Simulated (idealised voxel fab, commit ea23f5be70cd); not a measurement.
Process module heading - voxel self aligned contacts
Cross-section cut: width 290 nm, square cells of 5 nm.
A cross-section is a grid of square cells, given in bands from the top down. A band is one or more rows of cells. For a band, the entry starts with two heights in nm, that of the top and then that of the bottom, and carries on with the band's materials in order from left to right, each alongside its width in nm; the word "all across" beside a single material means it fills the band edge to edge, and "empty" means empty space. A quick word on heights: they are counted from 0, and under that level the wafer as it came to us is one material throughout. The lowest band is different from the rest in having no bottom; it simply continues downward, written as in "from 0 down". It should be noted that a width expressed as "30..40" varies in equal increments from row to row of cells within the band, taking the value of the first number at the top row and that of the second number at the bottom row. "no modification" (step): cross-section cells unchanged, all of them. "Closed-off voids": empty spaces of 8 cells or more with no open way to the top, each given as width x height at distance, distance from the left edge, all in nm. Step line, after settings: the simulator's comment on this step. Steps that use a mask can have "overlay nm" on their line. It says how far the mask sat to the right of where it was meant to be. Negative means to the left.
List of planned process steps:
1: RECEIVE: material Si
2: OXIDIZE: depth nm 5
3: DIRECTIONAL_DEP: material polySi, thk nm 25
4: DIRECTIONAL_DEP: material SiN, thk nm 20
5: DIRECTIONAL_DEP: material aC, thk nm 10
6: PATTERN: tone cover, mask id GATE, material resist, width nm 25, pitch nm 60, thk nm 25, overlay nm 0
7: DIRECTIONAL_ETCH: etch materials aC, depth nm 10
8: STRIP: etch materials resist
9: DIRECTIONAL_ETCH: etch materials SiN, depth nm 20
10: DIRECTIONAL_ETCH: etch materials polySi, depth nm 25
11: STRIP: etch materials aC
12: CONFORMAL_DEP: material SiN, thk nm 10
13: DIRECTIONAL_ETCH: etch materials SiN, depth nm 10
14: FILL_DEP: material SiO2, thk nm 20
15: CMP: height nm 55
16: MASKED_ETCH: tone open, mask id CONTACT, width nm 45, etch materials SiO2, depth nm 60, overlay nm 0
17: CONFORMAL_DEP: material TiN, thk nm 5
18: FILL_DEP: material Ru, thk nm 10
19: CMP: height nm 55
20: CONFORMAL_DEP: material SiN, thk nm 5
As-received wafer cross-section (after step 1):
	from 0 down | Si all across
	Closed-off voids: none
Look at the cross-section after the module: the wafer started out the way shown above and the plan was the one shown above, yet one mistake was made along the way:
	from 60 to 55 | SiN all across
	from 55 to 45 | Ru: 115..85 / TiN: 5..35 / SiO2: 45 / TiN: 5..35 / Ru: 120..90
	from 45 to 25 | Ru: 85 / TiN: 5 / SiN: 45 / SiO2: 15 / SiN: 45 / TiN: 5 / Ru: 90
	from 25 to 0 | Ru: 85 / TiN: 5 / SiN: 10 / polySi: 25 / SiN: 10 / SiO2: 15 / SiN: 10 / polySi: 25 / SiN: 10 / TiN: 5 / Ru: 90
	from 0 to -5 | TiN: 90 / SiO2: 105 / TiN: 95
	from -5 down | Si all across
	Closed-off voids: none
Diagnosis: step 16 went in with a setting other than planned; the actual run was MASKED_ETCH: tone cover, mask id CONTACT, width nm 45, etch materials SiO2, depth nm 60, overlay nm 0
